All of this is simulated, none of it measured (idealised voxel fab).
Process module heading - voxel local oxidation
Cross-sectional view cut (width: 160 nm; square cell size: 5 nm).
Cross-section, as written here: a square-cell grid given band by band from the top down, where a band holds one or more rows of cells.
It is stipulated that each band's entry specify, in nanometres, the height of the top of the band and then that of its bottom, followed by the materials of the band in left-to-right sequence, each together with its width in nanometres. A single material marked by the word "edge to edge" is understood to fill the band from edge to edge; the word "blank" is understood to denote empty space.
Counting heights begins at 0, where everything beneath is, in the wafer as received, one material. The lowest band has no bottom; it goes on downwards, as "z 0 and below" shows.
The width entry "30->40" should be interpreted row by row: the top row of cells in the band takes the first number, the bottom row takes the second number, and the change between adjacent rows is uniform throughout.
For the purposes of this document, the phrase "stayed the same" attached to a step denotes that no cell within the cross-section was modified by that step.
So "Cavities, sealed" is basically the list of trapped voids: any empty space of 8 cells or more that can't reach the top through an opening. They're written width x height at distance, the distance being from the left edge, and it's all nm.
What comes after the settings on a step's line is commentary from the simulator itself on that step.
Regarding "overlay nm": on a step with a mask, it is the distance the mask lay to the right of its planned place; a negative value places it to the left.
**The steps planned for the process are as follows**
- 1: RECEIVE [material Si]
- 2: CONFORMAL_DEP [material SiO2] [thk nm 5]
- 3: CONFORMAL_DEP [material SiN] [thk nm 15]
- 4: DIRECTIONAL_DEP [material aC] [thk nm 15]
- 5: PATTERN [tone cover] [mask id ACTIVE] [material resist] [width nm 100] [thk nm 30] [overlay nm 0]
- 6: DIRECTIONAL_ETCH [etch materials aC] [depth nm 15]
- 7: STRIP [etch materials resist]
- 8: DIRECTIONAL_ETCH [etch materials SiN] [depth nm 15]
- 9: STRIP [etch materials aC]
- 10: SELECTIVE_ETCH [etch materials SiO2] [depth nm 5]
- 11: OXIDIZE [depth nm 10]
- 12: STRIP [etch materials SiN]
**Wafer cross-section on receipt, i.e. after step 1**
* z 0 and below: Si edge to edge
* Cavities, sealed: none
**First of two wafers: cross-section at end of module, run per plan**
* z 5 to 0: blank (35), SiO2 (90), blank (35)
* z 0 to -10: SiO2 (45), Si (70), SiO2 (45)
* z -10 and below: Si edge to edge
* Cavities, sealed: none
**Same start, same plan as the first wafer - but one mistake in the run. Cross-section of the second of the two at the end of the module**
* z 30 to 20: SiO2 edge to edge
* z 20 to 5: SiN edge to edge
* z 5 to 0: SiO2 edge to edge
* z 0 and below: Si edge to edge
* Cavities, sealed: none
what went wrong: step 4 was not run as planned; what actually ran was DIRECTIONAL_DEP [material SiO2] [thk nm 15]
At the finish, the second wafer shows more or fewer cells for some materials than the first does: +36 Si, +96 SiN, +42 SiO2
